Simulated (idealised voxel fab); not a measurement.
process module | voxel gate over fins
cross-section cut | 300 nm wide | cells 5 nm
A cross-section is a grid of square cells, given in bands from the top down. A band is one or more rows of cells.
Each band's line starts with the height of the band's top and of its bottom, in nm. Then come its materials from left to right, each with its width in nm. One material with "throughout" fills the band from edge to edge. "air" is empty space.
Height 0 is the level under which the wafer as received is all one material. The lowest band goes on downwards, as in "0 down".
A width such as "30 to 40" changes by the same amount from each row of cells to the next, from the band's top row to its bottom row.
"no change" after a step means that no cell of the cross-section changed.
closed voids: empty space of 8 cells or more with no open way to the top, each as width x height at its distance from the left edge, in nm
after a step's settings: what the simulator itself notes on the step
overlay nm, on a step with a mask: how far to the right of its planned place the mask lay; to the left if negative
plan
1 op RECEIVE | material Si
2 op CONFORMAL_DEP | material SiN | thk nm 5
3 op DIRECTIONAL_DEP | material aC | thk nm 10
4 op PATTERN | tone cover | mask id FINS | material resist | width nm 15 | pitch nm 50 | thk nm 25 | overlay nm -15
5 op DIRECTIONAL_ETCH | etch materials aC | depth nm 10
6 op STRIP | etch materials resist
7 op DIRECTIONAL_ETCH | etch materials SiN | depth nm 5
8 op DIRECTIONAL_ETCH | etch materials Si | depth nm 40
9 op STRIP | etch materials aC
10 op OXIDIZE | depth nm 5
11 op FILL_DEP | material SiO2 | thk nm 15
12 op CMP | height nm 5
13 op PATTERN | tone open | mask id RAIL | material resist | width nm 15 | thk nm 20 | overlay nm 0
14 op DIRECTIONAL_ETCH | etch materials SiO2 | depth nm 40
15 op STRIP | etch materials resist
16 op CONFORMAL_DEP | material TiN | thk nm 5
17 op FILL_DEP | material W | thk nm 5
18 op CMP | height nm 5
19 op SELECTIVE_ETCH | etch materials W Ru TiN | depth nm 30
20 op FILL_DEP | material SiO2 | thk nm 5
21 op CMP | height nm 5
22 op SELECTIVE_ETCH | etch materials SiO2 | depth nm 20
23 op STRIP | etch materials SiN
24 op CONFORMAL_DEP | material HfO2 | thk nm 5
25 op CONFORMAL_DEP | material TiN | thk nm 5
26 op CONFORMAL_DEP | material TiAl | thk nm 5
27 op CONFORMAL_DEP | material TiN | thk nm 5
28 op FILL_DEP | material W | thk nm 10
29 op CMP | height nm 25
30 op CONFORMAL_DEP | material SiCN | thk nm 5
varied across the wafers: overlay nm of step 4. The plan shows the first wafer's value. All wafers start alike
first wafer as received, after step 1
  0 down: Si throughout
  closed voids: none
each wafer at the end: cells of each material gained (+) or lost (-) since it was received, then its closed voids
overlay nm -15 | +78 HfO2 | -513 Si | +60 SiCN | +338 SiO2 | +78 TiAl | +160 TiN | +159 W | closed voids: none
overlay nm -10 | +78 HfO2 | -513 Si | +60 SiCN | +336 SiO2 | +78 TiAl | +161 TiN | +160 W | closed voids: none
overlay nm -5 | +78 HfO2 | -513 Si | +60 SiCN | +336 SiO2 | +78 TiAl | +161 TiN | +160 W | closed voids: none
overlay nm 0 | +78 HfO2 | -513 Si | +60 SiCN | +336 SiO2 | +78 TiAl | +161 TiN | +160 W | closed voids: none
overlay nm 5 | +78 HfO2 | -513 Si | +60 SiCN | +336 SiO2 | +78 TiAl | +161 TiN | +160 W | closed voids: none
overlay nm 10 | +78 HfO2 | -513 Si | +60 SiCN | +336 SiO2 | +78 TiAl | +161 TiN | +160 W | closed voids: none
overlay nm 15 | +78 HfO2 | -513 Si | +60 SiCN | +338 SiO2 | +78 TiAl | +160 TiN | +159 W | closed voids: none
